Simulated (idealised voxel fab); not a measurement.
Title: Process Module voxel double patterning
Section shown: cut. Width: 165 nm. Cell size: 5 nm, square.
We lay out every cross-section as a grid of square cells and spell it out in bands from the top down, where one band means one or more rows of cells.
Basically the band line says how high the top is and how high the bottom is, in nm, and then what's in it from left to right, every material with its width in nm. Empty space shows up as "blank", and if a single material carries "everywhere" it runs the full band edge to edge.
Height is counted from the level 0, under which the received wafer is composed throughout of one material. The lowest of the bands is not closed at the bottom but continues downward, in the notation "from 0 down".
Width "30->40": first value at the band's top row of cells, second value at its bottom row, equal change from row to row.
Reading "remains unaltered" for a step: not a cell of the cross-section changed in it.
Under "Sealed internal voids" you'll find the enclosed gaps, the ones with no way out to the top, that are 8 cells or bigger; each reads width x height at distance, with distance counted from the left edge, everything in nm.
after a step's settings: what the simulator itself notes on the step
For masked steps, "overlay nm" on the step line gives how far right of plan the mask actually lay; a minus sign means it lay to the left.

-- So here's the lineup of process steps we planned
1) RECEIVE (material Si)
2) CONFORMAL_DEP (material SiO2; thk nm 10)
3) DIRECTIONAL_DEP (material polySi; thk nm 15)
4) DIRECTIONAL_DEP (material SiN; thk nm 10)
5) DIRECTIONAL_DEP (material aC; thk nm 10)
6) PATTERN (tone open; mask id FIRST; material resist; width nm 15; pitch nm 50; thk nm 30; overlay nm 0)
7) DIRECTIONAL_ETCH (etch materials aC; depth nm 10)
8) STRIP (etch materials resist)
9) DIRECTIONAL_ETCH (etch materials SiN; depth nm 10)
10) STRIP (etch materials aC)
11) DIRECTIONAL_DEP (material aC; thk nm 10)
12) PATTERN (tone open; mask id SECOND; material resist; width nm 15; pitch nm 50; thk nm 30; overlay nm 0)
13) DIRECTIONAL_ETCH (etch materials aC; depth nm 10)
14) STRIP (etch materials resist)
15) DIRECTIONAL_ETCH (etch materials SiN; depth nm 10)
16) STRIP (etch materials aC)
17) DIRECTIONAL_ETCH (etch materials polySi; depth nm 15)
18) STRIP (etch materials SiN)

-- Cross-section of the incoming wafer, state after step 1
* from 0 down | Si everywhere
* Sealed internal voids: none

-- Module complete - cross-section of the first of two wafers, run according to plan
* from 25 to 10 | polySi=25, blank=15, polySi=10, blank=15, polySi=10, blank=15, polySi=10, blank=15, polySi=10, blank=15, polySi=25
* from 10 to 0 | SiO2 everywhere
* from 0 down | Si everywhere
* Sealed internal voids: none

-- Here is the second of the two wafers cut open at the end of the module - same start, same plan as the first one, but we made one mistake running it
* from 25 to 10 | polySi=25, blank=15, polySi=10, blank=20, polySi=5, blank=15, polySi=10, blank=20, polySi=5, blank=15, polySi=25
* from 10 to 0 | SiO2 everywhere
* from 0 down | Si everywhere
* Sealed internal voids: none
The mistake made against the process plan was this: step 12 deviated from plan and actually ran as PATTERN (tone open; mask id SECOND; material resist; width nm 20; pitch nm 50; thk nm 30; overlay nm 0)
The closing comparison, in cells, has the second wafer with more or fewer of some materials than the first: polySi -6
